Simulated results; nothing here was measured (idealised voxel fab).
The following process module bears the name voxel gate over fins.
Shown is cross-section cut, with a width of 250 nm and square cells of size 5 nm.
A cross-section is written here as square cells arranged in a grid, and it is given in bands from the top down, each band taking up one or more rows of cells. It is stipulated that each band's entry specify, in nanometres, the height of the top of the band and then that of its bottom, followed by the materials of the band in left-to-right sequence, each together with its width in nanometres. A single material marked by the word "everywhere" is understood to fill the band from edge to edge; the word "blank" is understood to denote empty space. Heights are reckoned from 0. Under this level, the received wafer is all of one material. The bottommost band is open-ended downward, for example "0 -> down". Note: "30->40" means the width goes from the first number (top row of the band) to the second number (bottom row) in equal steps per row of cells. "everything unchanged" means the step left every cell of the cross-section as it was. Sealed voids: empty space of 8 cells or more with no open way to the top, each as width x height at its distance from the left edge, in nm. That trailing text on a step's line, after the settings, is the simulator's own remark on the step. Regarding "overlay nm": on a step with a mask, it is the distance the mask lay to the right of its planned place; a negative value places it to the left.

# Intended process steps
- 1: RECEIVE with material Si
- 2: CONFORMAL_DEP with material SiN, thk nm 5
- 3: PATTERN with tone cover, mask id FINS, material resist, width nm 15, pitch nm 35, thk nm 15, overlay nm 0
- 4: DIRECTIONAL_ETCH with etch materials SiN, depth nm 5
- 5: DIRECTIONAL_ETCH with etch materials Si, depth nm 40
- 6: STRIP with etch materials resist
- 7: FILL_DEP with material SiO2, thk nm 15
- 8: CMP with height nm 5
- 9: SELECTIVE_ETCH with etch materials SiO2, depth nm 15
- 10: STRIP with etch materials SiN
- 11: CONFORMAL_DEP with material HfO2, thk nm 5
- 12: CONFORMAL_DEP with material TiN, thk nm 5
- 13: FILL_DEP with material W, thk nm 10
- 14: CMP with height nm 15
- 15: CONFORMAL_DEP with material SiCN, thk nm 5

# Received-state cross-section, reflecting completion of step 1
* 0 -> down | Si everywhere
* Sealed voids: none

# This is how the wafer looks in cross-section once the module is done, given the starting state and plan above and one mistake in carrying the plan out
* 20 -> 15 | SiCN everywhere
* 15 -> 10 | W everywhere
* 10 -> 5 | W (70)  TiN (105)  W (75)
* 5 -> 0 | W (70)  TiN (5)  HfO2 (25)  TiN (10)  HfO2 (25)  TiN (10)  HfO2 (25)  TiN (5)  W (75)
* 0 -> -5 | TiN (75)  HfO2 (5)  Si (15)  HfO2 (5)  TiN (10)  HfO2 (5)  Si (15)  HfO2 (5)  TiN (10)  HfO2 (5)  Si (15)  HfO2 (5)  TiN (80)
* -5 -> -10 | HfO2 (70)  TiN (5)  HfO2 (5)  Si (15)  HfO2 (5)  TiN (10)  HfO2 (5)  Si (15)  HfO2 (5)  TiN (10)  HfO2 (5)  Si (15)  HfO2 (5)  TiN (5)  HfO2 (75)
* -10 -> -15 | SiO2 (65)  HfO2 (15)  Si (15)  HfO2 (20)  Si (15)  HfO2 (20)  Si (15)  HfO2 (15)  SiO2 (70)
* -15 -> -40 | SiO2 (80)  Si (15)  SiO2 (20)  Si (15)  SiO2 (20)  Si (15)  SiO2 (85)
* -40 -> down | Si everywhere
* Sealed voids: none
Error vs. plan: order of steps 9 and 10 inverted relative to the plan
